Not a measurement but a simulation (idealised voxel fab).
You're looking at the process module voxel transistor to metal.
We display cut, a cross-section 300 nm in width whose square cells are each 5 nm.
Think of the cross-section as a grid of square cells. We describe it in bands, top to bottom, and each band covers one or more rows of those cells. Read a band's entry like this: the first values are the height of its top and the height of its bottom in nm, and what follows is the sequence of materials from left to right, each with its width in nm. Note that "air" is empty space, and that a single material marked "full width" reaches across the band from edge to edge. Heights are reckoned from 0. Under this level, the received wafer is all of one material. The bottommost band is open-ended downward, for example "from 0 down". The notation "30 to 40" denotes a width that varies across the rows of cells in the band, beginning at the first number in the top row, finishing at the second number in the bottom row, and changing by an identical amount from each row to the next. It should be understood that the words "nothing was modified", when stated for a given step, signify that the cross-section underwent no change in any of its cells during that step. Voids not open to the top, 8 cells minimum: see "Completely sealed voids". Written width x height at distance; distance is from the left edge; nm. Formally, on a step line, whatever follows the settings is a remark that the simulator itself makes on the step. "overlay nm" answers the question of how far to the right of plan the mask lay on a step that has a mask, and when it is negative the answer is to the left.

STEPS IN THE PROCESS PLAN
step 1: RECEIVE,material Si
step 2: OXIDIZE,depth nm 5
step 3: CONFORMAL_DEP,material SiN,thk nm 15
step 4: MASKED_ETCH,tone cover,mask id ACTIVE,width nm 105,pitch nm 125,etch materials SiN,depth nm 15,overlay nm 0
step 5: MASKED_ETCH,tone cover,mask id ACTIVE,width nm 105,pitch nm 125,etch materials SiO2,depth nm 5,overlay nm 0
step 6: MASKED_ETCH,tone cover,mask id ACTIVE,width nm 105,pitch nm 125,etch materials Si,depth nm 35,overlay nm 0
step 7: FILL_DEP,material SiO2,thk nm 5
step 8: CMP,height nm 15
step 9: SELECTIVE_ETCH,etch materials SiO2,depth nm 15
step 10: STRIP,etch materials SiN
step 11: SELECTIVE_ETCH,etch materials SiO2,depth nm 5
step 12: OXIDIZE,depth nm 5
step 13: DIRECTIONAL_DEP,material polySi,thk nm 20
step 14: DIRECTIONAL_DEP,material SiCN,thk nm 15
step 15: MASKED_ETCH,tone cover,mask id GATE,width nm 25,pitch nm 125,etch materials SiCN,depth nm 25,overlay nm 0
step 16: MASKED_ETCH,tone cover,mask id GATE,width nm 25,pitch nm 125,etch materials polySi,depth nm 30,overlay nm 0
step 17: CONFORMAL_DEP,material SiN,thk nm 10
step 18: DIRECTIONAL_ETCH,etch materials SiN,depth nm 10
step 19: DIRECTIONAL_ETCH,etch materials SiO2,depth nm 5
step 20: DIRECTIONAL_ETCH,etch materials Si,depth nm 15
step 21: EPI,material pSi,thk nm 20
step 22: FILL_DEP,material SiO2,thk nm 10
step 23: CMP,height nm 30
step 24: DIRECTIONAL_DEP,material SiO2,thk nm 15
step 25: PATTERN,tone open,mask id CONTACT,material resist,width nm 15,thk nm 15,overlay nm 0
step 26: DIRECTIONAL_ETCH,etch materials SiO2,depth nm 35
step 27: STRIP,etch materials resist
step 28: CONFORMAL_DEP,material TiN,thk nm 5
step 29: FILL_DEP,material Ru,thk nm 10
step 30: CMP,height nm 45
step 31: CONFORMAL_DEP,material SiCN,thk nm 5
step 32: DIRECTIONAL_DEP,material lowk,thk nm 20
step 33: DIRECTIONAL_DEP,material aC,thk nm 10
step 34: PATTERN,tone open,mask id METAL_1,material resist,width nm 15,thk nm 25,overlay nm 0
step 35: DIRECTIONAL_ETCH,etch materials aC,depth nm 10
step 36: STRIP,etch materials resist
step 37: DIRECTIONAL_ETCH,etch materials lowk,depth nm 20
step 38: DIRECTIONAL_ETCH,etch materials SiCN,depth nm 5
step 39: STRIP,etch materials aC
step 40: CONFORMAL_DEP,material TiN,thk nm 5
step 41: FILL_DEP,material W,thk nm 10
step 42: CMP,height nm 70
step 43: CONFORMAL_DEP,material SiN,thk nm 5

AS-RECEIVED STATE OF THE WAFER IN CROSS-SECTION, EQUIVALENT TO POST-STEP 1
from 0 down: Si full width
Completely sealed voids: none

THE MODULE WAS RUN FROM THE START SHOWN ABOVE USING THE PLAN SHOWN ABOVE, BUT ONE MISTAKE WAS MADE DOING IT; THE RESULTING WAFER CROSS-SECTION IS BELOW
from 85 to 80: SiN full width
from 80 to 75: W full width
from 75 to 70: 50 TiN; 5 W; 65 TiN; 5 W; 50 TiN; 5 W; 65 TiN; 5 W; 50 TiN
from 70 to 50: 45 lowk; 5 TiN; 5 W; 5 TiN; 55 lowk; 5 TiN; 5 W; 5 TiN; 40 lowk; 5 TiN; 5 W; 5 TiN; 55 lowk; 5 TiN; 5 W; 5 TiN; 45 lowk
from 50 to 45: 45 SiCN; 15 TiN; 55 SiCN; 15 TiN; 40 SiCN; 15 TiN; 55 SiCN; 15 TiN; 45 SiCN
from 45 to 30: 45 SiO2; 5 TiN; 5 Ru; 5 TiN; 55 SiO2; 5 TiN; 5 Ru; 5 TiN; 40 SiO2; 5 TiN; 5 Ru; 5 TiN; 55 SiO2; 5 TiN; 5 Ru; 5 TiN; 45 SiO2
from 30 to 15: 45 SiO2; 5 TiN; 5 Ru; 5 TiN; 5 SiO2; 10 SiN; 25 SiCN; 10 SiN; 5 SiO2; 5 TiN; 5 Ru; 5 TiN; 40 SiO2; 5 TiN; 5 Ru; 5 TiN; 5 SiO2; 10 SiN; 25 SiCN; 10 SiN; 5 SiO2; 5 TiN; 5 Ru; 5 TiN; 45 SiO2
from 15 to 10: 45 SiO2; 15 TiN; 5 SiO2; 10 SiN; 25 polySi; 10 SiN; 5 SiO2; 15 TiN; 40 SiO2; 15 TiN; 5 SiO2; 10 SiN; 25 polySi; 10 SiN; 5 SiO2; 15 TiN; 45 SiO2
from 10 to -5: 45 SiO2; 20 pSi; 10 SiN; 25 polySi; 10 SiN; 20 pSi; 40 SiO2; 20 pSi; 10 SiN; 25 polySi; 10 SiN; 20 pSi; 45 SiO2
from -5 to -10: 30 SiO2; 35 pSi; 45 SiO2; 35 pSi; 10 SiO2; 35 pSi; 45 SiO2; 35 pSi; 30 SiO2
from -10 to -25: 35 SiO2; 30 pSi; 45 Si; 30 pSi; 20 SiO2; 30 pSi; 45 Si; 30 pSi; 35 SiO2
from -25 to -40: 35 SiO2; 105 Si; 20 SiO2; 105 Si; 35 SiO2
from -40 down: Si full width
Completely sealed voids: none
In executing the process, a mistake was made relative to the plan: step 42 was not run as planned; what actually ran was CMP,height nm 80
